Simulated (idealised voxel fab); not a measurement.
Process module in this document: voxel transistor to metal
In the cross-section labelled cut, the width is 150 nm and each square cell is 5 nm.
The cross-sections in this document take the form of a grid made of square cells. They are written out as bands, in order from top to bottom. Each band consists of one or more rows of cells. Heights first: top, then bottom, in nm. Then materials, left to right, each with a width in nm. "throughout" on a single material: fills the band edge to edge. "blank": empty space. We count height from 0. Below that, the starting wafer is all one material. The lowest band never ends at the bottom but goes on down; see "0 nm and below" for how that is written. A width given as "30..40" starts at the first number in the band's top row and ends at the second number in its bottom row, shifting by an equal amount at every step from row to row. Key: "all unchanged" - step with no changed cell in the cross-section. You'll see "Completely enclosed voids" listing empty spaces that have no way open to the top, as long as they're 8 cells or more; the notation is width x height at distance, where the distance is from the left edge, and all of it is in nm. Note: text after step settings on the step line = simulator remark on that step. "overlay nm" denotes, for a step that has a mask, the displacement of the mask to the right of its planned place, with negative values corresponding to the left.

### Below is the list of planned process steps
1: RECEIVE, material Si
2: OXIDIZE, depth nm 5
3: CONFORMAL_DEP, material SiN, thk nm 10
4: MASKED_ETCH, tone cover, mask id ACTIVE, width nm 105, etch materials SiN, depth nm 10, overlay nm 0
5: MASKED_ETCH, tone cover, mask id ACTIVE, width nm 105, etch materials SiO2, depth nm 5, overlay nm 0
6: MASKED_ETCH, tone cover, mask id ACTIVE, width nm 105, etch materials Si, depth nm 25, overlay nm 0
7: FILL_DEP, material SiO2, thk nm 15
8: CMP, height nm 10
9: SELECTIVE_ETCH, etch materials SiO2, depth nm 10
10: STRIP, etch materials SiN
11: SELECTIVE_ETCH, etch materials SiO2, depth nm 5
12: OXIDIZE, depth nm 5
13: DIRECTIONAL_DEP, material polySi, thk nm 20
14: DIRECTIONAL_DEP, material SiCN, thk nm 10
15: PATTERN, tone cover, mask id GATE, material resist, width nm 15, thk nm 15, overlay nm 0
16: DIRECTIONAL_ETCH, etch materials SiCN, depth nm 20
17: DIRECTIONAL_ETCH, etch materials polySi, depth nm 30
18: STRIP, etch materials resist
19: CONFORMAL_DEP, material SiO2, thk nm 5
20: DIRECTIONAL_ETCH, etch materials SiO2, depth nm 5
21: CONFORMAL_DEP, material SiN, thk nm 10
22: DIRECTIONAL_ETCH, etch materials SiN, depth nm 10
23: DIRECTIONAL_ETCH, etch materials SiO2, depth nm 5
24: DIRECTIONAL_ETCH, etch materials Si, depth nm 5
25: EPI, material SiGe, thk nm 5
26: FILL_DEP, material SiO2, thk nm 5
27: CMP, height nm 25
28: DIRECTIONAL_DEP, material SiO2, thk nm 10
29: DIRECTIONAL_DEP, material aC, thk nm 15
30: PATTERN, tone open, mask id CONTACT, material resist, width nm 30, pitch nm 55, thk nm 35, overlay nm 0
31: DIRECTIONAL_ETCH, etch materials aC, depth nm 15
32: STRIP, etch materials resist
33: DIRECTIONAL_ETCH, etch materials SiO2, depth nm 45
34: STRIP, etch materials aC
35: CONFORMAL_DEP, material TiN, thk nm 5
36: FILL_DEP, material W, thk nm 5
37: CMP, height nm 35
38: DIRECTIONAL_DEP, material TiN, thk nm 5
39: DIRECTIONAL_DEP, material Ru, thk nm 15
40: PATTERN, tone cover, mask id METAL_1, material resist, width nm 15, pitch nm 70, thk nm 20, overlay nm 0
41: DIRECTIONAL_ETCH, etch materials Ru, depth nm 15
42: DIRECTIONAL_ETCH, etch materials TiN, depth nm 5
43: STRIP, etch materials resist
44: CONFORMAL_DEP, material SiCN, thk nm 5
45: FILL_DEP, material lowk, thk nm 10
46: CMP, height nm 55
47: CONFORMAL_DEP, material SiCN, thk nm 5
48: DIRECTIONAL_DEP, material SiO2, thk nm 35
49: PATTERN, tone open, mask id METAL_2, material resist, width nm 15, pitch nm 70, thk nm 20, overlay nm 0
50: DIRECTIONAL_ETCH, etch materials SiO2, depth nm 20
51: STRIP, etch materials resist
52: DIRECTIONAL_DEP, material aC, thk nm 10
53: PATTERN, tone open, mask id METAL_2_HOLES, material resist, width nm 15, pitch nm 70, thk nm 30, overlay nm 0
54: DIRECTIONAL_ETCH, etch materials aC, depth nm 10
55: STRIP, etch materials resist
56: DIRECTIONAL_ETCH, etch materials SiO2, depth nm 15
57: DIRECTIONAL_ETCH, etch materials SiCN, depth nm 5
58: STRIP, etch materials aC
59: CONFORMAL_DEP, material TiN, thk nm 5
60: FILL_DEP, material Cu, thk nm 5
61: CMP, height nm 95
62: CONFORMAL_DEP, material SiCN, thk nm 5

### The first of two wafers, run as planned

### As-received wafer cross-section (after step 1)
* 0 nm and below  Si throughout
* Completely enclosed voids: none

### After step 2: wafer cross-section
* 0 nm to -5 nm  SiO2 throughout
* Everything below -5 is unchanged.

### After step 3: wafer cross-section
* 10 nm to 0 nm  SiN throughout
* Everything below 0 is unchanged.

### After step 4: wafer cross-section
* 10 nm to 0 nm  blank=20  SiN=105  blank=25
* Everything below 0 is unchanged.

### After step 5: wafer cross-section
* 10 nm to 0 nm  blank=20  SiN=105  blank=25
* 0 nm to -5 nm  blank=20  SiO2=105  blank=25
* Everything below -5 is unchanged.

### After step 6: wafer cross-section
* 10 nm to 0 nm  blank=20  SiN=105  blank=25
* 0 nm to -5 nm  blank=20  SiO2=105  blank=25
* -5 nm to -30 nm  blank=20  Si=105  blank=25
* Everything below -30 is unchanged.

### After step 7: wafer cross-section
* 25 nm to 10 nm  SiO2 throughout
* 10 nm to 0 nm  SiO2=20  SiN=105  SiO2=25
* 0 nm to -5 nm  SiO2 throughout
* -5 nm to -30 nm  SiO2=20  Si=105  SiO2=25
* Everything below -30 is unchanged.

### After step 8: wafer cross-section
* 10 nm to 0 nm  SiO2=20  SiN=105  SiO2=25
* Everything below 0 is unchanged.

### After step 9: wafer cross-section
* 10 nm to 0 nm  blank=20  SiN=105  blank=25
* Everything below 0 is unchanged.

### After step 10: wafer cross-section
* 0 nm to -5 nm  SiO2 throughout
* Everything below -5 is unchanged.

### After step 11: wafer cross-section
* -5 nm to -30 nm  SiO2=20  Si=105  SiO2=25
* Everything below -30 is unchanged.

### After step 12: wafer cross-section
* -5 nm to -10 nm  SiO2 throughout
* Everything below -10 is unchanged.

### After step 13: wafer cross-section
* 15 nm to -5 nm  polySi throughout
* Everything below -5 is unchanged.

### After step 14: wafer cross-section
* 25 nm to 15 nm  SiCN throughout
* Everything below 15 is unchanged.

### After step 15: wafer cross-section
* 40 nm to 25 nm  blank=65  resist=15  blank=70
* Everything below 25 is unchanged.

### After step 16: wafer cross-section
* 40 nm to 25 nm  blank=65  resist=15  blank=70
* 25 nm to 15 nm  blank=65  SiCN=15  blank=70
* Everything below 15 is unchanged.

### After step 17: wafer cross-section
* 40 nm to 25 nm  blank=65  resist=15  blank=70
* 25 nm to 15 nm  blank=65  SiCN=15  blank=70
* 15 nm to -5 nm  blank=65  polySi=15  blank=70
* Everything below -5 is unchanged.

### After step 18: wafer cross-section
* 25 nm to 15 nm  blank=65  SiCN=15  blank=70
* Everything below 15 is unchanged.

### After step 19: wafer cross-section
* 30 nm to 25 nm  blank=60  SiO2=25  blank=65
* 25 nm to 15 nm  blank=60  SiO2=5  SiCN=15  SiO2=5  blank=65
* 15 nm to 0 nm  blank=60  SiO2=5  polySi=15  SiO2=5  blank=65
* 0 nm to -5 nm  SiO2=65  polySi=15  SiO2=70
* Everything below -5 is unchanged.

### After step 20: wafer cross-section
* 25 nm to 15 nm  blank=60  SiO2=5  SiCN=15  SiO2=5  blank=65
* 15 nm to -5 nm  blank=60  SiO2=5  polySi=15  SiO2=5  blank=65
* Everything below -5 is unchanged.

### After step 21: wafer cross-section
* 35 nm to 25 nm  blank=50  SiN=45  blank=55
* 25 nm to 15 nm  blank=50  SiN=10  SiO2=5  SiCN=15  SiO2=5  SiN=10  blank=55
* 15 nm to 5 nm  blank=50  SiN=10  SiO2=5  polySi=15  SiO2=5  SiN=10  blank=55
* 5 nm to -5 nm  SiN=60  SiO2=5  polySi=15  SiO2=5  SiN=65
* Everything below -5 is unchanged.

### After step 22: wafer cross-section
* 25 nm to 15 nm  blank=50  SiN=10  SiO2=5  SiCN=15  SiO2=5  SiN=10  blank=55
* 15 nm to -5 nm  blank=50  SiN=10  SiO2=5  polySi=15  SiO2=5  SiN=10  blank=55
* Everything below -5 is unchanged.

### After step 23: wafer cross-section
* 25 nm to 20 nm  blank=50  SiN=10  blank=5  SiCN=15  blank=5  SiN=10  blank=55
* 20 nm to 15 nm  blank=50  SiN=10  SiO2=5  SiCN=15  SiO2=5  SiN=10  blank=55
* 15 nm to -5 nm  blank=50  SiN=10  SiO2=5  polySi=15  SiO2=5  SiN=10  blank=55
* -5 nm to -10 nm  blank=50  SiO2=45  blank=55
* Everything below -10 is unchanged.

### After step 24: wafer cross-section
* 25 nm to 20 nm  blank=50  SiN=10  blank=5  SiCN=15  blank=5  SiN=10  blank=55
* 20 nm to 15 nm  blank=50  SiN=10  SiO2=5  SiCN=15  SiO2=5  SiN=10  blank=55
* 15 nm to -5 nm  blank=50  SiN=10  SiO2=5  polySi=15  SiO2=5  SiN=10  blank=55
* -5 nm to -10 nm  blank=50  SiO2=45  blank=55
* -10 nm to -15 nm  SiO2=20  blank=30  Si=45  blank=30  SiO2=25
* Everything below -15 is unchanged.

### After step 25: wafer cross-section
* 25 nm to 20 nm  blank=50  SiN=10  blank=5  SiCN=15  blank=5  SiN=10  blank=55
* 20 nm to 15 nm  blank=50  SiN=10  SiO2=5  SiCN=15  SiO2=5  SiN=10  blank=55
* 15 nm to -5 nm  blank=50  SiN=10  SiO2=5  polySi=15  SiO2=5  SiN=10  blank=55
* -5 nm to -10 nm  blank=45  SiGe=5  SiO2=45  SiGe=5  blank=50
* -10 nm to -15 nm  SiO2=20  SiGe=30  Si=45  SiGe=30  SiO2=25
* Everything below -15 is unchanged.

### After step 26: wafer cross-section
* 30 nm to 25 nm  SiO2 throughout
* 25 nm to 15 nm  SiO2=50  SiN=10  SiO2=5  SiCN=15  SiO2=5  SiN=10  SiO2=55
* 15 nm to -5 nm  SiO2=50  SiN=10  SiO2=5  polySi=15  SiO2=5  SiN=10  SiO2=55
* -5 nm to -10 nm  SiO2=45  SiGe=5  SiO2=45  SiGe=5  SiO2=50
* Everything below -10 is unchanged.

### After step 27: wafer cross-section
* 25 nm to 15 nm  SiO2=50  SiN=10  SiO2=5  SiCN=15  SiO2=5  SiN=10  SiO2=55
* Everything below 15 is unchanged.

### After step 28: wafer cross-section
* 35 nm to 25 nm  SiO2 throughout
* Everything below 25 is unchanged.

### After step 29: wafer cross-section
* 50 nm to 35 nm  aC throughout
* Everything below 35 is unchanged.

### After step 30: wafer cross-section
* 85 nm to 50 nm  resist=30  blank=30  resist=25  blank=30  resist=35
* Everything below 50 is unchanged.

### After step 31: wafer cross-section
* 70 nm to 50 nm  resist=30  blank=30  resist=25  blank=30  resist=35
* 50 nm to 35 nm  aC=30  blank=30  aC=25  blank=30  aC=35
* Everything below 35 is unchanged.

### After step 32: wafer cross-section
* 50 nm to 35 nm  aC=30  blank=30  aC=25  blank=30  aC=35
* Everything below 35 is unchanged.

### After step 33: wafer cross-section
* 50 nm to 35 nm  aC=30  blank=30  aC=25  blank=30  aC=35
* 35 nm to 25 nm  SiO2=30  blank=30  SiO2=25  blank=30  SiO2=35
* 25 nm to 15 nm  SiO2=30  blank=20  SiN=10  SiO2=5  SiCN=15  SiO2=5  SiN=10  blank=20  SiO2=35
* 15 nm to -5 nm  SiO2=30  blank=20  SiN=10  SiO2=5  polySi=15  SiO2=5  SiN=10  blank=20  SiO2=35
* -5 nm to -10 nm  SiO2=30  blank=15  SiGe=5  SiO2=45  SiGe=5  blank=15  SiO2=35
* Everything below -10 is unchanged.

### After step 34: wafer cross-section
* 35 nm to 25 nm  SiO2=30  blank=30  SiO2=25  blank=30  SiO2=35
* Everything below 25 is unchanged.

### After step 35: wafer cross-section
* 40 nm to 35 nm  TiN=35  blank=20  TiN=35  blank=20  TiN=40
* 35 nm to 25 nm  SiO2=30  TiN=5  blank=20..10  TiN=5..15  SiO2=25  TiN=5..15  blank=20..10  TiN=5  SiO2=35
* 25 nm to 15 nm  SiO2=30  TiN=5  blank=10  TiN=5  SiN=10  SiO2=5  SiCN=15  SiO2=5  SiN=10  TiN=5  blank=10  TiN=5  SiO2=35
* 15 nm to 0 nm  SiO2=30  TiN=5  blank=10  TiN=5  SiN=10  SiO2=5  polySi=15  SiO2=5  SiN=10  TiN=5  blank=10  TiN=5  SiO2=35
* 0 nm to -5 nm  SiO2=30  TiN=5  blank=5  TiN=10  SiN=10  SiO2=5  polySi=15  SiO2=5  SiN=10  TiN=10  blank=5  TiN=5  SiO2=35
* -5 nm to -10 nm  SiO2=30  TiN=15  SiGe=5  SiO2=45  SiGe=5  TiN=15  SiO2=35
* Everything below -10 is unchanged.

### After step 36: wafer cross-section
* 45 nm to 40 nm  W throughout
* 40 nm to 35 nm  TiN=35  W=20  TiN=35  W=20  TiN=40
* 35 nm to 25 nm  SiO2=30  TiN=5  W=20..10  TiN=5..15  SiO2=25  TiN=5..15  W=20..10  TiN=5  SiO2=35
* 25 nm to 15 nm  SiO2=30  TiN=5  W=10  TiN=5  SiN=10  SiO2=5  SiCN=15  SiO2=5  SiN=10  TiN=5  W=10  TiN=5  SiO2=35
* 15 nm to 0 nm  SiO2=30  TiN=5  W=10  TiN=5  SiN=10  SiO2=5  polySi=15  SiO2=5  SiN=10  TiN=5  W=10  TiN=5  SiO2=35
* 0 nm to -5 nm  SiO2=30  TiN=5  W=5  TiN=10  SiN=10  SiO2=5  polySi=15  SiO2=5  SiN=10  TiN=10  W=5  TiN=5  SiO2=35
* Everything below -5 is unchanged.

### After step 37: wafer cross-section
* 35 nm to 25 nm  SiO2=30  TiN=5  W=20..10  TiN=5..15  SiO2=25  TiN=5..15  W=20..10  TiN=5  SiO2=35
* Everything below 25 is unchanged.

### After step 38: wafer cross-section
* 40 nm to 35 nm  TiN throughout
* Everything below 35 is unchanged.

### After step 39: wafer cross-section
* 55 nm to 40 nm  Ru throughout
* Everything below 40 is unchanged.

### After step 40: wafer cross-section
* 75 nm to 55 nm  blank=30  resist=15  blank=55  resist=15  blank=35
* Everything below 55 is unchanged.

### After step 41: wafer cross-section
* 75 nm to 55 nm  blank=30  resist=15  blank=55  resist=15  blank=35
* 55 nm to 40 nm  blank=30  Ru=15  blank=55  Ru=15  blank=35
* Everything below 40 is unchanged.

### After step 42: wafer cross-section
* 75 nm to 55 nm  blank=30  resist=15  blank=55  resist=15  blank=35
* 55 nm to 40 nm  blank=30  Ru=15  blank=55  Ru=15  blank=35
* 40 nm to 35 nm  blank=30  TiN=15  blank=55  TiN=15  blank=35
* Everything below 35 is unchanged.

### After step 43: wafer cross-section
* 55 nm to 40 nm  blank=30  Ru=15  blank=55  Ru=15  blank=35
* Everything below 40 is unchanged.

### After step 44: wafer cross-section
* 60 nm to 55 nm  blank=25  SiCN=25  blank=45  SiCN=25  blank=30
* 55 nm to 40 nm  blank=25  SiCN=5  Ru=15  SiCN=5  blank=45  SiCN=5  Ru=15  SiCN=5  blank=30
* 40 nm to 35 nm  SiCN=30  TiN=15  SiCN=55  TiN=15  SiCN=35
* Everything below 35 is unchanged.

### After step 45: wafer cross-section
* 70 nm to 60 nm  lowk throughout
* 60 nm to 55 nm  lowk=25  SiCN=25  lowk=45  SiCN=25  lowk=30
* 55 nm to 40 nm  lowk=25  SiCN=5  Ru=15  SiCN=5  lowk=45  SiCN=5  Ru=15  SiCN=5  lowk=30
* Everything below 40 is unchanged.

### After step 46: wafer cross-section
* 55 nm to 40 nm  lowk=25  SiCN=5  Ru=15  SiCN=5  lowk=45  SiCN=5  Ru=15  SiCN=5  lowk=30
* Everything below 40 is unchanged.

### After step 47: wafer cross-section
* 60 nm to 55 nm  SiCN throughout
* Everything below 55 is unchanged.

### After step 48: wafer cross-section
* 95 nm to 60 nm  SiO2 throughout
* Everything below 60 is unchanged.

### After step 49: wafer cross-section
* 115 nm to 95 nm  resist=30  blank=15  resist=55  blank=15  resist=35
* Everything below 95 is unchanged.

### After step 50: wafer cross-section
* 115 nm to 95 nm  resist=30  blank=15  resist=55  blank=15  resist=35
* 95 nm to 75 nm  SiO2=30  blank=15  SiO2=55  blank=15  SiO2=35
* Everything below 75 is unchanged.

### After step 51: wafer cross-section
* 95 nm to 75 nm  SiO2=30  blank=15  SiO2=55  blank=15  SiO2=35
* Everything below 75 is unchanged.

### After step 52: wafer cross-section
* 105 nm to 95 nm  aC=30  blank=15  aC=55  blank=15  aC=35
* 95 nm to 85 nm  SiO2=30  blank=15  SiO2=55  blank=15  SiO2=35
* 85 nm to 75 nm  SiO2=30  aC=15  SiO2=55  aC=15  SiO2=35
* Everything below 75 is unchanged.

### After step 53: wafer cross-section
* 135 nm to 105 nm  resist=30  blank=15  resist=55  blank=15  resist=35
* Everything below 105 is unchanged.

### After step 54: wafer cross-section
* 125 nm to 105 nm  resist=30  blank=15  resist=55  blank=15  resist=35
* 105 nm to 95 nm  aC=30  blank=15  aC=55  blank=15  aC=35
* 95 nm to 75 nm  SiO2=30  blank=15  SiO2=55  blank=15  SiO2=35
* Everything below 75 is unchanged.

### After step 55: wafer cross-section
* 105 nm to 95 nm  aC=30  blank=15  aC=55  blank=15  aC=35
* Everything below 95 is unchanged.

### After step 56: wafer cross-section
* 105 nm to 95 nm  aC=30  blank=15  aC=55  blank=15  aC=35
* 95 nm to 60 nm  SiO2=30  blank=15  SiO2=55  blank=15  SiO2=35
* Everything below 60 is unchanged.

### After step 57: wafer cross-section
* 105 nm to 95 nm  aC=30  blank=15  aC=55  blank=15  aC=35
* 95 nm to 60 nm  SiO2=30  blank=15  SiO2=55  blank=15  SiO2=35
* 60 nm to 55 nm  SiCN=30  blank=15  SiCN=55  blank=15  SiCN=35
* Everything below 55 is unchanged.

### After step 58: wafer cross-section
* 95 nm to 60 nm  SiO2=30  blank=15  SiO2=55  blank=15  SiO2=35
* Everything below 60 is unchanged.

### After step 59: wafer cross-section
* 100 nm to 95 nm  TiN=35  blank=5  TiN=65  blank=5  TiN=40
* 95 nm to 60 nm  SiO2=30  TiN=5  blank=5  TiN=5  SiO2=55  TiN=5  blank=5  TiN=5  SiO2=35
* 60 nm to 55 nm  SiCN=30  TiN=15  SiCN=55  TiN=15  SiCN=35
* Everything below 55 is unchanged.

### After step 60: wafer cross-section
* 105 nm to 100 nm  Cu throughout
* 100 nm to 95 nm  TiN=35  Cu=5  TiN=65  Cu=5  TiN=40
* 95 nm to 60 nm  SiO2=30  TiN=5  Cu=5  TiN=5  SiO2=55  TiN=5  Cu=5  TiN=5  SiO2=35
* Everything below 60 is unchanged.

### After step 61: wafer cross-section
* 95 nm to 60 nm  SiO2=30  TiN=5  Cu=5  TiN=5  SiO2=55  TiN=5  Cu=5  TiN=5  SiO2=35
* Everything below 60 is unchanged.

### After step 62: wafer cross-section
* 100 nm to 95 nm  SiCN throughout
* Everything below 95 is unchanged.

### Second of two: same start, same plan, one run error; steps up to and including 14 match the first

### Second wafer, section view, time point: scheduled end of step 15
* 40 nm to 25 nm  resist=65  blank=15  resist=70
* Everything below 25 is unchanged.

### Second wafer, section view, time point: scheduled end of step 16
* 40 nm to 25 nm  resist=65  blank=15  resist=70
* 25 nm to 15 nm  SiCN=65  blank=15  SiCN=70
* Everything below 15 is unchanged.

### Second wafer, section view, time point: scheduled end of step 17
* 40 nm to 25 nm  resist=65  blank=15  resist=70
* 25 nm to 15 nm  SiCN=65  blank=15  SiCN=70
* 15 nm to -5 nm  polySi=65  blank=15  polySi=70
* Everything below -5 is unchanged.

### Second wafer, section view, time point: scheduled end of step 18
* 25 nm to 15 nm  SiCN=65  blank=15  SiCN=70
* Everything below 15 is unchanged.

### Second wafer, section view, time point: scheduled end of step 19
* 30 nm to 25 nm  SiO2=70  blank=5  SiO2=75
* 25 nm to 15 nm  SiCN=65  SiO2=5  blank=5  SiO2=5  SiCN=70
* 15 nm to 0 nm  polySi=65  SiO2=5  blank=5  SiO2=5  polySi=70
* 0 nm to -5 nm  polySi=65  SiO2=15  polySi=70
* Everything below -5 is unchanged.

### Second wafer, section view, time point: scheduled end of step 20
* 25 nm to 15 nm  SiCN=65  SiO2=5  blank=5  SiO2=5  SiCN=70
* 15 nm to -5 nm  polySi=65  SiO2=5  blank=5  SiO2=5  polySi=70
* Everything below -5 is unchanged.

### Second wafer, section view, time point: scheduled end of step 21
* 35 nm to 25 nm  SiN throughout
* 25 nm to 15 nm  SiCN=65  SiO2=5  SiN=5  SiO2=5  SiCN=70
* 15 nm to -5 nm  polySi=65  SiO2=5  SiN=5  SiO2=5  polySi=70
* Everything below -5 is unchanged.

### Second wafer, section view, time point: scheduled end of step 22
* 25 nm to 15 nm  SiCN=65  SiO2=5  SiN=5  SiO2=5  SiCN=70
* Everything below 15 is unchanged.

### Second wafer, section view, time point: scheduled end of step 23
* 25 nm to 20 nm  SiCN=65  blank=5  SiN=5  blank=5  SiCN=70
* Everything below 20 is unchanged.

Second wafer, section view, time point: scheduled end of step 24: all unchanged

Second wafer, section view, time point: scheduled end of step 25: all unchanged

### Second wafer, section view, time point: scheduled end of step 26
* 30 nm to 25 nm  SiO2 throughout
* 25 nm to 15 nm  SiCN=65  SiO2=5  SiN=5  SiO2=5  SiCN=70
* Everything below 15 is unchanged.

### Second wafer, section view, time point: scheduled end of step 27
* 25 nm to 15 nm  SiCN=65  SiO2=5  SiN=5  SiO2=5  SiCN=70
* Everything below 15 is unchanged.

### Second wafer, section view, time point: scheduled end of step 28
* 35 nm to 25 nm  SiO2 throughout
* Everything below 25 is unchanged.

### Second wafer, section view, time point: scheduled end of step 29
* 50 nm to 35 nm  aC throughout
* Everything below 35 is unchanged.

### Second wafer, section view, time point: scheduled end of step 30
* 85 nm to 50 nm  resist=30  blank=30  resist=25  blank=30  resist=35
* Everything below 50 is unchanged.

### Second wafer, section view, time point: scheduled end of step 31
* 70 nm to 50 nm  resist=30  blank=30  resist=25  blank=30  resist=35
* 50 nm to 35 nm  aC=30  blank=30  aC=25  blank=30  aC=35
* Everything below 35 is unchanged.

### Second wafer, section view, time point: scheduled end of step 32
* 50 nm to 35 nm  aC=30  blank=30  aC=25  blank=30  aC=35
* Everything below 35 is unchanged.

### Second wafer, section view, time point: scheduled end of step 33
* 50 nm to 35 nm  aC=30  blank=30  aC=25  blank=30  aC=35
* 35 nm to 25 nm  SiO2=30  blank=30  SiO2=25  blank=30  SiO2=35
* Everything below 25 is unchanged.

### Second wafer, section view, time point: scheduled end of step 34
* 35 nm to 25 nm  SiO2=30  blank=30  SiO2=25  blank=30  SiO2=35
* Everything below 25 is unchanged.

### Second wafer, section view, time point: scheduled end of step 35
* 40 nm to 35 nm  TiN=35  blank=20  TiN=35  blank=20  TiN=40
* 35 nm to 30 nm  SiO2=30  TiN=5  blank=20  TiN=5  SiO2=25  TiN=5  blank=20  TiN=5  SiO2=35
* 30 nm to 25 nm  SiO2=30  TiN=30  SiO2=25  TiN=30  SiO2=35
* Everything below 25 is unchanged.

### Second wafer, section view, time point: scheduled end of step 36
* 45 nm to 40 nm  W throughout
* 40 nm to 35 nm  TiN=35  W=20  TiN=35  W=20  TiN=40
* 35 nm to 30 nm  SiO2=30  TiN=5  W=20  TiN=5  SiO2=25  TiN=5  W=20  TiN=5  SiO2=35
* Everything below 30 is unchanged.

### Second wafer, section view, time point: scheduled end of step 37
* 35 nm to 30 nm  SiO2=30  TiN=5  W=20  TiN=5  SiO2=25  TiN=5  W=20  TiN=5  SiO2=35
* Everything below 30 is unchanged.

### Second wafer, section view, time point: scheduled end of step 38
* 40 nm to 35 nm  TiN throughout
* Everything below 35 is unchanged.

### Second wafer, section view, time point: scheduled end of step 39
* 55 nm to 40 nm  Ru throughout
* Everything below 40 is unchanged.

### Second wafer, section view, time point: scheduled end of step 40
* 75 nm to 55 nm  blank=30  resist=15  blank=55  resist=15  blank=35
* Everything below 55 is unchanged.

### Second wafer, section view, time point: scheduled end of step 41
* 75 nm to 55 nm  blank=30  resist=15  blank=55  resist=15  blank=35
* 55 nm to 40 nm  blank=30  Ru=15  blank=55  Ru=15  blank=35
* Everything below 40 is unchanged.

### Second wafer, section view, time point: scheduled end of step 42
* 75 nm to 55 nm  blank=30  resist=15  blank=55  resist=15  blank=35
* 55 nm to 40 nm  blank=30  Ru=15  blank=55  Ru=15  blank=35
* 40 nm to 35 nm  blank=30  TiN=15  blank=55  TiN=15  blank=35
* Everything below 35 is unchanged.

### Second wafer, section view, time point: scheduled end of step 43
* 55 nm to 40 nm  blank=30  Ru=15  blank=55  Ru=15  blank=35
* Everything below 40 is unchanged.

### Second wafer, section view, time point: scheduled end of step 44
* 60 nm to 55 nm  blank=25  SiCN=25  blank=45  SiCN=25  blank=30
* 55 nm to 40 nm  blank=25  SiCN=5  Ru=15  SiCN=5  blank=45  SiCN=5  Ru=15  SiCN=5  blank=30
* 40 nm to 35 nm  SiCN=30  TiN=15  SiCN=55  TiN=15  SiCN=35
* Everything below 35 is unchanged.

### Second wafer, section view, time point: scheduled end of step 45
* 70 nm to 60 nm  lowk throughout
* 60 nm to 55 nm  lowk=25  SiCN=25  lowk=45  SiCN=25  lowk=30
* 55 nm to 40 nm  lowk=25  SiCN=5  Ru=15  SiCN=5  lowk=45  SiCN=5  Ru=15  SiCN=5  lowk=30
* Everything below 40 is unchanged.

### Second wafer, section view, time point: scheduled end of step 46
* 55 nm to 40 nm  lowk=25  SiCN=5  Ru=15  SiCN=5  lowk=45  SiCN=5  Ru=15  SiCN=5  lowk=30
* Everything below 40 is unchanged.

### Second wafer, section view, time point: scheduled end of step 47
* 60 nm to 55 nm  SiCN throughout
* Everything below 55 is unchanged.

### Second wafer, section view, time point: scheduled end of step 48
* 95 nm to 60 nm  SiO2 throughout
* Everything below 60 is unchanged.

### Second wafer, section view, time point: scheduled end of step 49
* 115 nm to 95 nm  resist=30  blank=15  resist=55  blank=15  resist=35
* Everything below 95 is unchanged.

### Second wafer, section view, time point: scheduled end of step 50
* 115 nm to 95 nm  resist=30  blank=15  resist=55  blank=15  resist=35
* 95 nm to 75 nm  SiO2=30  blank=15  SiO2=55  blank=15  SiO2=35
* Everything below 75 is unchanged.

### Second wafer, section view, time point: scheduled end of step 51
* 95 nm to 75 nm  SiO2=30  blank=15  SiO2=55  blank=15  SiO2=35
* Everything below 75 is unchanged.

### Second wafer, section view, time point: scheduled end of step 52
* 105 nm to 95 nm  aC=30  blank=15  aC=55  blank=15  aC=35
* 95 nm to 85 nm  SiO2=30  blank=15  SiO2=55  blank=15  SiO2=35
* 85 nm to 75 nm  SiO2=30  aC=15  SiO2=55  aC=15  SiO2=35
* Everything below 75 is unchanged.

### Second wafer, section view, time point: scheduled end of step 53
* 135 nm to 105 nm  resist=30  blank=15  resist=55  blank=15  resist=35
* Everything below 105 is unchanged.

### Second wafer, section view, time point: scheduled end of step 54
* 125 nm to 105 nm  resist=30  blank=15  resist=55  blank=15  resist=35
* 105 nm to 95 nm  aC=30  blank=15  aC=55  blank=15  aC=35
* 95 nm to 75 nm  SiO2=30  blank=15  SiO2=55  blank=15  SiO2=35
* Everything below 75 is unchanged.

### Second wafer, section view, time point: scheduled end of step 55
* 105 nm to 95 nm  aC=30  blank=15  aC=55  blank=15  aC=35
* Everything below 95 is unchanged.

### Second wafer, section view, time point: scheduled end of step 56
* 105 nm to 95 nm  aC=30  blank=15  aC=55  blank=15  aC=35
* 95 nm to 60 nm  SiO2=30  blank=15  SiO2=55  blank=15  SiO2=35
* Everything below 60 is unchanged.

### Second wafer, section view, time point: scheduled end of step 57
* 105 nm to 95 nm  aC=30  blank=15  aC=55  blank=15  aC=35
* 95 nm to 60 nm  SiO2=30  blank=15  SiO2=55  blank=15  SiO2=35
* 60 nm to 55 nm  SiCN=30  blank=15  SiCN=55  blank=15  SiCN=35
* Everything below 55 is unchanged.

### Second wafer, section view, time point: scheduled end of step 58
* 95 nm to 60 nm  SiO2=30  blank=15  SiO2=55  blank=15  SiO2=35
* Everything below 60 is unchanged.

### Second wafer, section view, time point: scheduled end of step 59
* 100 nm to 95 nm  TiN=35  blank=5  TiN=65  blank=5  TiN=40
* 95 nm to 60 nm  SiO2=30  TiN=5  blank=5  TiN=5  SiO2=55  TiN=5  blank=5  TiN=5  SiO2=35
* 60 nm to 55 nm  SiCN=30  TiN=15  SiCN=55  TiN=15  SiCN=35
* Everything below 55 is unchanged.

### Second wafer, section view, time point: scheduled end of step 60
* 105 nm to 100 nm  Cu throughout
* 100 nm to 95 nm  TiN=35  Cu=5  TiN=65  Cu=5  TiN=40
* 95 nm to 60 nm  SiO2=30  TiN=5  Cu=5  TiN=5  SiO2=55  TiN=5  Cu=5  TiN=5  SiO2=35
* Everything below 60 is unchanged.

### Second wafer, section view, time point: scheduled end of step 61
* 95 nm to 60 nm  SiO2=30  TiN=5  Cu=5  TiN=5  SiO2=55  TiN=5  Cu=5  TiN=5  SiO2=35
* Everything below 60 is unchanged.

### Second wafer, section view, time point: scheduled end of step 62
* 100 nm to 95 nm  SiCN throughout
* Everything below 95 is unchanged.
What was done differently from what was planned? step 15 off recipe, ran as PATTERN, tone open, mask id GATE, material resist, width nm 15, thk nm 15, overlay nm 0
End of process, cell counts, second wafer against first, materials with more or fewer: Si +12; SiCN +48; SiGe -14; SiN -18; SiO2 -70; TiN -28; W -26; polySi +96
